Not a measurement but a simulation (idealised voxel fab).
Name of the process module below: voxel air gaps
Cross-section cut: width 240 nm, square cells of 5 nm.
A cross-section in this document is a grid of square cells, and it is written down as bands, the top band listed before the ones below it; a band is made up of one or more rows of cells. Basically the band line says how high the top is and how high the bottom is, in nm, and then what's in it from left to right, every material with its width in nm. Empty space shows up as "air", and if a single material carries "edge to edge" it runs the full band edge to edge. Heights are measured from 0, the level below which the as-received wafer is all one material; the lowest band has no bottom and continues downward, written as in "0 down". Graded width ("30 to 40"): value in top row of band = first number; value in bottom row = second number; row-to-row change constant. For the purposes of this document, the phrase "nothing altered" attached to a step denotes that no cell within the cross-section was modified by that step. "Cavities, closed" specifies each empty space that is not open to the top and that occupies no fewer than 8 cells, using the form width x height at distance, the distance measured from the left edge and all three quantities in nm. Heads up: the bit after the settings on a step's line is the simulator's remark on that step. A step's line can hold "overlay nm"; with a mask on that step, the setting says how far right of the planned place the mask lay, while a negative setting says it lay to the left.

# Process steps (planned)
1: RECEIVE, material Si
2: CONFORMAL_DEP, material SiO2, thk nm 10
3: CONFORMAL_DEP, material SiCN, thk nm 5
4: DIRECTIONAL_DEP, material SiO2, thk nm 40
5: MASKED_ETCH, tone open, mask id LINES, width nm 15, pitch nm 45, etch materials SiO2, depth nm 40, overlay nm 0
6: CONFORMAL_DEP, material TiN, thk nm 5
7: FILL_DEP, material Cu, thk nm 10
8: CMP, height nm 55
9: EPI, material Ru, thk nm 10
10: SELECTIVE_ETCH, etch materials SiO2, depth nm 50
11: CONFORMAL_DEP, material SiCN, thk nm 5

# First of the two wafers, run per plan

# Step 1 complete: cross-section of the wafer as received
  0 down | Si edge to edge
  Cavities, closed: none

# Cross-section through the wafer, step 2 finished
  10 to 0 | SiO2 edge to edge
  No changes below 0.

# Cross-section through the wafer, step 3 finished
  15 to 10 | SiCN edge to edge
  No changes below 10.

# Cross-section through the wafer, step 4 finished
  55 to 15 | SiO2 edge to edge
  No changes below 15.

# Cross-section through the wafer, step 5 finished
  55 to 15 | SiO2 45 nm; air 15 nm; SiO2 30 nm; air 15 nm; SiO2 30 nm; air 15 nm; SiO2 30 nm; air 15 nm; SiO2 45 nm
  No changes below 15.

# Cross-section through the wafer, step 6 finished
  60 to 55 | TiN 50 nm; air 5 nm; TiN 40 nm; air 5 nm; TiN 40 nm; air 5 nm; TiN 40 nm; air 5 nm; TiN 50 nm
  55 to 20 | SiO2 45 nm; TiN 5 nm; air 5 nm; TiN 5 nm; SiO2 30 nm; TiN 5 nm; air 5 nm; TiN 5 nm; SiO2 30 nm; TiN 5 nm; air 5 nm; TiN 5 nm; SiO2 30 nm; TiN 5 nm; air 5 nm; TiN 5 nm; SiO2 45 nm
  20 to 15 | SiO2 45 nm; TiN 15 nm; SiO2 30 nm; TiN 15 nm; SiO2 30 nm; TiN 15 nm; SiO2 30 nm; TiN 15 nm; SiO2 45 nm
  No changes below 15.

# Cross-section through the wafer, step 7 finished
  70 to 60 | Cu edge to edge
  60 to 55 | TiN 50 nm; Cu 5 nm; TiN 40 nm; Cu 5 nm; TiN 40 nm; Cu 5 nm; TiN 40 nm; Cu 5 nm; TiN 50 nm
  55 to 20 | SiO2 45 nm; TiN 5 nm; Cu 5 nm; TiN 5 nm; SiO2 30 nm; TiN 5 nm; Cu 5 nm; TiN 5 nm; SiO2 30 nm; TiN 5 nm; Cu 5 nm; TiN 5 nm; SiO2 30 nm; TiN 5 nm; Cu 5 nm; TiN 5 nm; SiO2 45 nm
  No changes below 20.

# Cross-section through the wafer, step 8 finished
  55 to 20 | SiO2 45 nm; TiN 5 nm; Cu 5 nm; TiN 5 nm; SiO2 30 nm; TiN 5 nm; Cu 5 nm; TiN 5 nm; SiO2 30 nm; TiN 5 nm; Cu 5 nm; TiN 5 nm; SiO2 30 nm; TiN 5 nm; Cu 5 nm; TiN 5 nm; SiO2 45 nm
  No changes below 20.

# Cross-section through the wafer, step 9 finished
  65 to 55 | air 35 nm; Ru 35 nm; air 10 nm; Ru 35 nm; air 10 nm; Ru 35 nm; air 10 nm; Ru 35 nm; air 35 nm
  No changes below 55.

# Cross-section through the wafer, step 10 finished
  65 to 55 | air 35 nm; Ru 35 nm; air 10 nm; Ru 35 nm; air 10 nm; Ru 35 nm; air 10 nm; Ru 35 nm; air 35 nm
  55 to 20 | air 45 nm; TiN 5 nm; Cu 5 nm; TiN 5 nm; air 30 nm; TiN 5 nm; Cu 5 nm; TiN 5 nm; air 30 nm; TiN 5 nm; Cu 5 nm; TiN 5 nm; air 30 nm; TiN 5 nm; Cu 5 nm; TiN 5 nm; air 45 nm
  20 to 15 | air 45 nm; TiN 15 nm; air 30 nm; TiN 15 nm; air 30 nm; TiN 15 nm; air 30 nm; TiN 15 nm; air 45 nm
  No changes below 15.

# Cross-section through the wafer, step 11 finished
  70 to 65 | air 30 nm; SiCN 180 nm; air 30 nm
  65 to 55 | air 30 nm; SiCN 5 nm; Ru 35 nm; SiCN 10 nm; Ru 35 nm; SiCN 10 nm; Ru 35 nm; SiCN 10 nm; Ru 35 nm; SiCN 5 nm; air 30 nm
  55 to 50 | air 30 nm; SiCN 15 nm; TiN 5 nm; Cu 5 nm; TiN 5 nm; SiCN 30 nm; TiN 5 nm; Cu 5 nm; TiN 5 nm; SiCN 30 nm; TiN 5 nm; Cu 5 nm; TiN 5 nm; SiCN 30 nm; TiN 5 nm; Cu 5 nm; TiN 5 nm; SiCN 15 nm; air 30 nm
  50 to 20 | air 40 nm; SiCN 5 nm; TiN 5 nm; Cu 5 nm; TiN 5 nm; SiCN 5 nm; air 20 nm; SiCN 5 nm; TiN 5 nm; Cu 5 nm; TiN 5 nm; SiCN 5 nm; air 20 nm; SiCN 5 nm; TiN 5 nm; Cu 5 nm; TiN 5 nm; SiCN 5 nm; air 20 nm; SiCN 5 nm; TiN 5 nm; Cu 5 nm; TiN 5 nm; SiCN 5 nm; air 40 nm
  20 to 15 | SiCN 45 nm; TiN 15 nm; SiCN 30 nm; TiN 15 nm; SiCN 30 nm; TiN 15 nm; SiCN 30 nm; TiN 15 nm; SiCN 45 nm
  No changes below 15.
  Cavities, closed: 20 x 30 at 65; 20 x 30 at 110; 20 x 30 at 155

# The second wafer was prepared from the same starting point and under the same plan as the first; its processing contained one mistake, and it remains indistinguishable from the first wafer up to and including step 8

# Here is the second wafer in cross-section at the point where step 9 of the plan should have been done
  75 to 55 | air 25 nm; Ru 190 nm; air 25 nm
  No changes below 55.

# Here is the second wafer in cross-section at the point where step 10 of the plan should have been done
  75 to 55 | air 25 nm; Ru 190 nm; air 25 nm
  55 to 20 | air 45 nm; TiN 5 nm; Cu 5 nm; TiN 5 nm; SiO2 30 nm; TiN 5 nm; Cu 5 nm; TiN 5 nm; SiO2 30 nm; TiN 5 nm; Cu 5 nm; TiN 5 nm; SiO2 30 nm; TiN 5 nm; Cu 5 nm; TiN 5 nm; air 45 nm
  20 to 15 | air 45 nm; TiN 15 nm; SiO2 30 nm; TiN 15 nm; SiO2 30 nm; TiN 15 nm; SiO2 30 nm; TiN 15 nm; air 45 nm
  No changes below 15.

# Here is the second wafer in cross-section at the point where step 11 of the plan should have been done
  80 to 75 | air 20 nm; SiCN 200 nm; air 20 nm
  75 to 55 | air 20 nm; SiCN 5 nm; Ru 190 nm; SiCN 5 nm; air 20 nm
  55 to 50 | air 20 nm; SiCN 25 nm; TiN 5 nm; Cu 5 nm; TiN 5 nm; SiO2 30 nm; TiN 5 nm; Cu 5 nm; TiN 5 nm; SiO2 30 nm; TiN 5 nm; Cu 5 nm; TiN 5 nm; SiO2 30 nm; TiN 5 nm; Cu 5 nm; TiN 5 nm; SiCN 25 nm; air 20 nm
  50 to 20 | air 40 nm; SiCN 5 nm; TiN 5 nm; Cu 5 nm; TiN 5 nm; SiO2 30 nm; TiN 5 nm; Cu 5 nm; TiN 5 nm; SiO2 30 nm; TiN 5 nm; Cu 5 nm; TiN 5 nm; SiO2 30 nm; TiN 5 nm; Cu 5 nm; TiN 5 nm; SiCN 5 nm; air 40 nm
  20 to 15 | SiCN 45 nm; TiN 15 nm; SiO2 30 nm; TiN 15 nm; SiO2 30 nm; TiN 15 nm; SiO2 30 nm; TiN 15 nm; SiCN 45 nm
  No changes below 15.
Finding, execution versus plan: step 9 of the plan was performed twice
FYI, end of process, the second wafer has more or fewer cells of some materials than the first: 96 more of Ru; 72 fewer of SiCN; 144 more of SiO2
The final tally of closed voids stands at 3 on the first wafer and 0 on the second.
